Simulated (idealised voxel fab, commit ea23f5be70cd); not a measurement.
Documented hereafter: the process module known as voxel capacitor over wiring.
275 nm wide, 5 nm square cells: that's cross-section cut.
Heads up, the way a cross-section reads in here is a grid of square cells, handed over as bands from the top down, with every band being one or more rows of cells.
Top, bottom (nm), then materials left to right with widths (nm); lone material tagged "full width" fills the whole band edge to edge; "air" = empty space.
It should be noted that heights are counted from 0, beneath which the wafer as supplied is of one material throughout, and that the lowest band possesses no lower boundary but continues downward, as written in "0 -> down".
When a width is written as two numbers, as in "30..40", the first number is the width in the top row of cells of the band and the second is the width in its bottom row, and the width changes by the same amount from each row to the next.
The cross-section has no changed cell in any step marked "nothing changed".
Empty spaces without an open route to the top, at least 8 cells in extent, make up the entry "Catalogued sealed voids"; each is given as width x height at distance, where the distance is measured from the left edge, and all are in nm.
Formally, on a step line, whatever follows the settings is a remark that the simulator itself makes on the step.
The line of a step may include "overlay nm". On a step with a mask, this value is how far to the right of its planned place the mask lay. A negative value means the mask lay to the left.
**Steps in the process plan**
- 1: RECEIVE [material Si]
- 2: CONFORMAL_DEP [material SiO2] [thk nm 15]
- 3: DIRECTIONAL_DEP [material TiN] [thk nm 5]
- 4: DIRECTIONAL_DEP [material W] [thk nm 15]
- 5: MASKED_ETCH [tone cover] [mask id METAL_1] [width nm 30] [pitch nm 100] [etch materials W] [depth nm 15] [overlay nm 0]
- 6: MASKED_ETCH [tone cover] [mask id METAL_1] [width nm 30] [pitch nm 100] [etch materials TiN] [depth nm 5] [overlay nm 0]
- 7: FILL_DEP [material SiO2] [thk nm 10]
- 8: CMP [height nm 35]
- 9: CONFORMAL_DEP [material SiCN] [thk nm 5]
- 10: DIRECTIONAL_DEP [material lowk] [thk nm 10]
- 11: PATTERN [tone open] [mask id PLUG_1] [material resist] [width nm 15] [thk nm 15] [overlay nm 0]
- 12: DIRECTIONAL_ETCH [etch materials lowk] [depth nm 10]
- 13: DIRECTIONAL_ETCH [etch materials SiCN] [depth nm 5]
- 14: STRIP [etch materials resist]
- 15: EPI [material Ru] [thk nm 10]
- 16: EPI [material Ru] [thk nm 5]
- 17: DIRECTIONAL_DEP [material TiN] [thk nm 10]
- 18: DIRECTIONAL_DEP [material SiN] [thk nm 5]
- 19: DIRECTIONAL_DEP [material TiN] [thk nm 5]
- 20: DIRECTIONAL_DEP [material aC] [thk nm 10]
- 21: PATTERN [tone cover] [mask id UPPER_PLATE] [material resist] [width nm 75] [thk nm 25] [overlay nm 0]
- 22: DIRECTIONAL_ETCH [etch materials aC] [depth nm 10]
- 23: STRIP [etch materials resist]
- 24: DIRECTIONAL_ETCH [etch materials TiN] [depth nm 5]
- 25: DIRECTIONAL_ETCH [etch materials SiN] [depth nm 5]
- 26: STRIP [etch materials aC]
- 27: MASKED_ETCH [tone cover] [mask id LOWER_PLATE] [width nm 85] [etch materials TiN] [depth nm 10] [overlay nm 0]
- 28: FILL_DEP [material SiO2] [thk nm 20]
- 29: CMP [height nm 85]
- 30: MASKED_ETCH [tone open] [mask id PLUG_2] [width nm 15] [etch materials SiO2] [depth nm 15] [overlay nm 0]
- 31: CONFORMAL_DEP [material TiN] [thk nm 5]
- 32: FILL_DEP [material Ru] [thk nm 5]
- 33: CMP [height nm 85]
- 34: CONFORMAL_DEP [material SiN] [thk nm 5]
**First of two wafers: run as planned**
**As received (post step 1): cross-section**
    0 -> down | Si full width
    Catalogued sealed voids: none
**Wafer after step 2 (cross-section)**
    15 -> 0 | SiO2 full width
    No changes below 0.
**Wafer after step 3 (cross-section)**
    20 -> 15 | TiN full width
    No changes below 15.
**Wafer after step 4 (cross-section)**
    35 -> 20 | W full width
    No changes below 20.
**Wafer after step 5 (cross-section)**
    35 -> 20 | air=70  W=30  air=70  W=30  air=75
    No changes below 20.
**Wafer after step 6 (cross-section)**
    35 -> 20 | air=70  W=30  air=70  W=30  air=75
    20 -> 15 | air=70  TiN=30  air=70  TiN=30  air=75
    No changes below 15.
**Wafer after step 7 (cross-section)**
    45 -> 35 | SiO2 full width
    35 -> 20 | SiO2=70  W=30  SiO2=70  W=30  SiO2=75
    20 -> 15 | SiO2=70  TiN=30  SiO2=70  TiN=30  SiO2=75
    No changes below 15.
**Wafer after step 8 (cross-section)**
    35 -> 20 | SiO2=70  W=30  SiO2=70  W=30  SiO2=75
    No changes below 20.
**Wafer after step 9 (cross-section)**
    40 -> 35 | SiCN full width
    No changes below 35.
**Wafer after step 10 (cross-section)**
    50 -> 40 | lowk full width
    No changes below 40.
**Wafer after step 11 (cross-section)**
    65 -> 50 | resist=85  air=15  resist=175
    No changes below 50.
**Wafer after step 12 (cross-section)**
    65 -> 50 | resist=85  air=15  resist=175
    50 -> 40 | lowk=85  air=15  lowk=175
    No changes below 40.
**Wafer after step 13 (cross-section)**
    65 -> 50 | resist=85  air=15  resist=175
    50 -> 40 | lowk=85  air=15  lowk=175
    40 -> 35 | SiCN=85  air=15  SiCN=175
    No changes below 35.
**Wafer after step 14 (cross-section)**
    50 -> 40 | lowk=85  air=15  lowk=175
    No changes below 40.
**Wafer after step 15 (cross-section)**
    50 -> 45 | lowk=85  air=15  lowk=175
    45 -> 40 | lowk=85  Ru=15  lowk=175
    40 -> 35 | SiCN=85  Ru=15  SiCN=175
    No changes below 35.
**Wafer after step 16 (cross-section)**
    50 -> 40 | lowk=85  Ru=15  lowk=175
    No changes below 40.
**Wafer after step 17 (cross-section)**
    60 -> 50 | TiN full width
    No changes below 50.
**Wafer after step 18 (cross-section)**
    65 -> 60 | SiN full width
    No changes below 60.
**Wafer after step 19 (cross-section)**
    70 -> 65 | TiN full width
    No changes below 65.
**Wafer after step 20 (cross-section)**
    80 -> 70 | aC full width
    No changes below 70.
**Wafer after step 21 (cross-section)**
    105 -> 80 | air=85  resist=75  air=115
    No changes below 80.
**Wafer after step 22 (cross-section)**
    95 -> 80 | air=85  resist=75  air=115
    80 -> 70 | air=85  aC=75  air=115
    No changes below 70.
**Wafer after step 23 (cross-section)**
    80 -> 70 | air=85  aC=75  air=115
    No changes below 70.
**Wafer after step 24 (cross-section)**
    80 -> 70 | air=85  aC=75  air=115
    70 -> 65 | air=85  TiN=75  air=115
    No changes below 65.
**Wafer after step 25 (cross-section)**
    80 -> 70 | air=85  aC=75  air=115
    70 -> 65 | air=85  TiN=75  air=115
    65 -> 60 | air=85  SiN=75  air=115
    No changes below 60.
**Wafer after step 26 (cross-section)**
    70 -> 65 | air=85  TiN=75  air=115
    No changes below 65.
**Wafer after step 27 (cross-section)**
    70 -> 65 | air=85  TiN=75  air=115
    65 -> 60 | air=85  SiN=75  air=115
    60 -> 50 | air=80  TiN=85  air=110
    No changes below 50.
**Wafer after step 28 (cross-section)**
    90 -> 70 | SiO2 full width
    70 -> 65 | SiO2=85  TiN=75  SiO2=115
    65 -> 60 | SiO2=85  SiN=75  SiO2=115
    60 -> 50 | SiO2=80  TiN=85  SiO2=110
    No changes below 50.
**Wafer after step 29 (cross-section)**
    85 -> 70 | SiO2 full width
    No changes below 70.
**Wafer after step 30 (cross-section)**
    85 -> 70 | SiO2=95  air=15  SiO2=165
    No changes below 70.
**Wafer after step 31 (cross-section)**
    90 -> 85 | TiN=100  air=5  TiN=170
    85 -> 75 | SiO2=95  TiN=5  air=5  TiN=5  SiO2=165
    75 -> 65 | SiO2=95..85  TiN=15..75  SiO2=165..115
    No changes below 65.
**Wafer after step 32 (cross-section)**
    95 -> 90 | Ru full width
    90 -> 85 | TiN=100  Ru=5  TiN=170
    85 -> 75 | SiO2=95  TiN=5  Ru=5  TiN=5  SiO2=165
    No changes below 75.
**Wafer after step 33 (cross-section)**
    85 -> 75 | SiO2=95  TiN=5  Ru=5  TiN=5  SiO2=165
    No changes below 75.
**Wafer after step 34 (cross-section)**
    90 -> 85 | SiN full width
    No changes below 85.
**Wafer two. Identical start, identical plan. One mistake in execution. Identical history through step 16**
**Cross-section of the second wafer corresponding to the planned conclusion of step 17**
    55 -> 50 | SiN full width
    No changes below 50.
**Cross-section of the second wafer corresponding to the planned conclusion of step 18**
    65 -> 55 | TiN full width
    No changes below 55.
**Cross-section of the second wafer corresponding to the planned conclusion of step 19**
    70 -> 55 | TiN full width
    No changes below 55.
**Cross-section of the second wafer corresponding to the planned conclusion of step 20**
    80 -> 70 | aC full width
    No changes below 70.
**Cross-section of the second wafer corresponding to the planned conclusion of step 21**
    105 -> 80 | air=85  resist=75  air=115
    No changes below 80.
**Cross-section of the second wafer corresponding to the planned conclusion of step 22**
    95 -> 80 | air=85  resist=75  air=115
    80 -> 70 | air=85  aC=75  air=115
    No changes below 70.
**Cross-section of the second wafer corresponding to the planned conclusion of step 23**
    80 -> 70 | air=85  aC=75  air=115
    No changes below 70.
**Cross-section of the second wafer corresponding to the planned conclusion of step 24**
    80 -> 70 | air=85  aC=75  air=115
    70 -> 65 | air=85  TiN=75  air=115
    No changes below 65.
Cross-section of the second wafer corresponding to the planned conclusion of step 25: nothing changed
**Cross-section of the second wafer corresponding to the planned conclusion of step 26**
    70 -> 65 | air=85  TiN=75  air=115
    No changes below 65.
**Cross-section of the second wafer corresponding to the planned conclusion of step 27**
    70 -> 65 | air=85  TiN=75  air=115
    65 -> 55 | air=80  TiN=85  air=110
    No changes below 55.
**Cross-section of the second wafer corresponding to the planned conclusion of step 28**
    90 -> 70 | SiO2 full width
    70 -> 65 | SiO2=85  TiN=75  SiO2=115
    65 -> 55 | SiO2=80  TiN=85  SiO2=110
    No changes below 55.
**Cross-section of the second wafer corresponding to the planned conclusion of step 29**
    85 -> 70 | SiO2 full width
    No changes below 70.
**Cross-section of the second wafer corresponding to the planned conclusion of step 30**
    85 -> 70 | SiO2=95  air=15  SiO2=165
    No changes below 70.
**Cross-section of the second wafer corresponding to the planned conclusion of step 31**
    90 -> 85 | TiN=100  air=5  TiN=170
    85 -> 75 | SiO2=95  TiN=5  air=5  TiN=5  SiO2=165
    75 -> 65 | SiO2=95..85  TiN=15..75  SiO2=165..115
    No changes below 65.
**Cross-section of the second wafer corresponding to the planned conclusion of step 32**
    95 -> 90 | Ru full width
    90 -> 85 | TiN=100  Ru=5  TiN=170
    85 -> 75 | SiO2=95  TiN=5  Ru=5  TiN=5  SiO2=165
    No changes below 75.
**Cross-section of the second wafer corresponding to the planned conclusion of step 33**
    85 -> 75 | SiO2=95  TiN=5  Ru=5  TiN=5  SiO2=165
    No changes below 75.
**Cross-section of the second wafer corresponding to the planned conclusion of step 34**
    90 -> 85 | SiN full width
    No changes below 85.
What was done differently from what was planned? steps 17 and 18: order swapped relative to plan
End of process, cell counts, second wafer against first, materials with more or fewer: +40 SiN; -40 SiO2
